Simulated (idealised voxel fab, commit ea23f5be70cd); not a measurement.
voxel capacitor over wiring: a process module
Cross-section cut: width 220 nm, square cells of 5 nm.
A cross-section is a grid of square cells, given in bands from the top down. A band is one or more rows of cells. Within each band entry, the heights of the top and of the bottom of the band appear first, in that order and in nm; the materials of the band then follow from left to right, each with its corresponding width in nm. The designation "full width" on a single material indicates that it fills the band from edge to edge; the designation "air" indicates empty space. Heights from 0 (as-received wafer is one material below). Bottom band endless downward, as "0 and below". A two-number width, for instance "30..40", indicates that the width is equal to the first number in the top row of the band and to the second number in the bottom row, and that it changes by a constant amount per row of cells. No cell of the cross-section changed in a step that is given as "remained unchanged". "Voids, enclosed" specifies each empty space that is not open to the top and that occupies no fewer than 8 cells, using the form width x height at distance, the distance measured from the left edge and all three quantities in nm. What comes after the settings on a step's line is commentary from the simulator itself on that step. Regarding "overlay nm": on a step with a mask, it is the distance the mask lay to the right of its planned place; a negative value places it to the left.

-- Planned process steps
1) RECEIVE (material Si)
2) CONFORMAL_DEP (material SiO2; thk nm 10)
3) CONFORMAL_DEP (material SiN; thk nm 5)
4) DIRECTIONAL_DEP (material SiO2; thk nm 15)
5) PATTERN (tone open; mask id METAL_1; material resist; width nm 20; pitch nm 90; thk nm 20; overlay nm 0)
6) DIRECTIONAL_ETCH (etch materials SiO2; depth nm 15)
7) DIRECTIONAL_ETCH (etch materials SiN; depth nm 5)
8) STRIP (etch materials resist)
9) CONFORMAL_DEP (material TiN; thk nm 5)
10) FILL_DEP (material Ru; thk nm 5)
11) CMP (height nm 30)
12) EPI (material Ru; thk nm 5)
13) FILL_DEP (material SiCN; thk nm 5)
14) DIRECTIONAL_DEP (material lowk; thk nm 20)
15) MASKED_ETCH (tone open; mask id PLUG_1; width nm 15; etch materials lowk; depth nm 20; overlay nm 0)
16) MASKED_ETCH (tone open; mask id PLUG_1; width nm 15; etch materials SiCN; depth nm 5; overlay nm 0)
17) CONFORMAL_DEP (material TiN; thk nm 5)
18) FILL_DEP (material Cu; thk nm 10)
19) CMP (height nm 60)
20) DIRECTIONAL_DEP (material TiN; thk nm 10)
21) DIRECTIONAL_DEP (material SiN; thk nm 5)
22) DIRECTIONAL_DEP (material TiN; thk nm 5)
23) PATTERN (tone cover; mask id UPPER_PLATE; material resist; width nm 75; thk nm 15; overlay nm 0)
24) DIRECTIONAL_ETCH (etch materials TiN; depth nm 5)
25) DIRECTIONAL_ETCH (etch materials SiN; depth nm 5)
26) STRIP (etch materials resist)
27) DIRECTIONAL_DEP (material aC; thk nm 10)
28) PATTERN (tone cover; mask id LOWER_PLATE; material resist; width nm 85; thk nm 25; overlay nm 0)
29) DIRECTIONAL_ETCH (etch materials aC; depth nm 10)
30) STRIP (etch materials resist)
31) DIRECTIONAL_ETCH (etch materials TiN; depth nm 10)
32) STRIP (etch materials aC)
33) FILL_DEP (material SiO2; thk nm 20)
34) CMP (height nm 95)
35) PATTERN (tone open; mask id PLUG_2; material resist; width nm 15; thk nm 15; overlay nm 0)
36) DIRECTIONAL_ETCH (etch materials SiO2; depth nm 15)
37) STRIP (etch materials resist)
38) CONFORMAL_DEP (material TiN; thk nm 5)
39) FILL_DEP (material Cu; thk nm 10)
40) CMP (height nm 95)
41) CONFORMAL_DEP (material SiN; thk nm 5)

-- Here's what the wafer looked like in cross-section when it arrived - that's after step 1
  0 and below: Si full width
  Voids, enclosed: none

-- Here's the wafer cut in cross-section after the module, started and planned just like above, except one thing was done wrong in the run
  100 down to 95: SiN full width
  95 down to 85: Cu=65, TiN=5, SiO2=15, TiN=5, Cu=130
  85 down to 80: TiN=70, SiO2=15, TiN=135
  80 down to 75: SiO2=60, TiN=75, SiO2=85
  75 down to 70: SiO2=60, SiN=75, SiO2=85
  70 down to 60: SiO2=55, TiN=85, SiO2=80
  60 down to 40: lowk=60, TiN=5, Cu=5, TiN=5, lowk=145
  40 down to 35: SiCN=60, TiN=15, SiCN=145
  35 down to 30: SiCN=50, Ru=30, SiCN=60, Ru=30, SiCN=50
  30 down to 15: SiO2=55, TiN=5, Ru=10, TiN=5, SiO2=70, TiN=5, Ru=10, TiN=5, SiO2=55
  15 down to 10: SiN=55, TiN=20, SiN=70, TiN=20, SiN=55
  10 down to 0: SiO2 full width
  0 and below: Si full width
  Voids, enclosed: none
Diagnosis: step 35 was not run as planned; what actually ran was PATTERN (tone cover; mask id PLUG_2; material resist; width nm 15; thk nm 15; overlay nm 0)
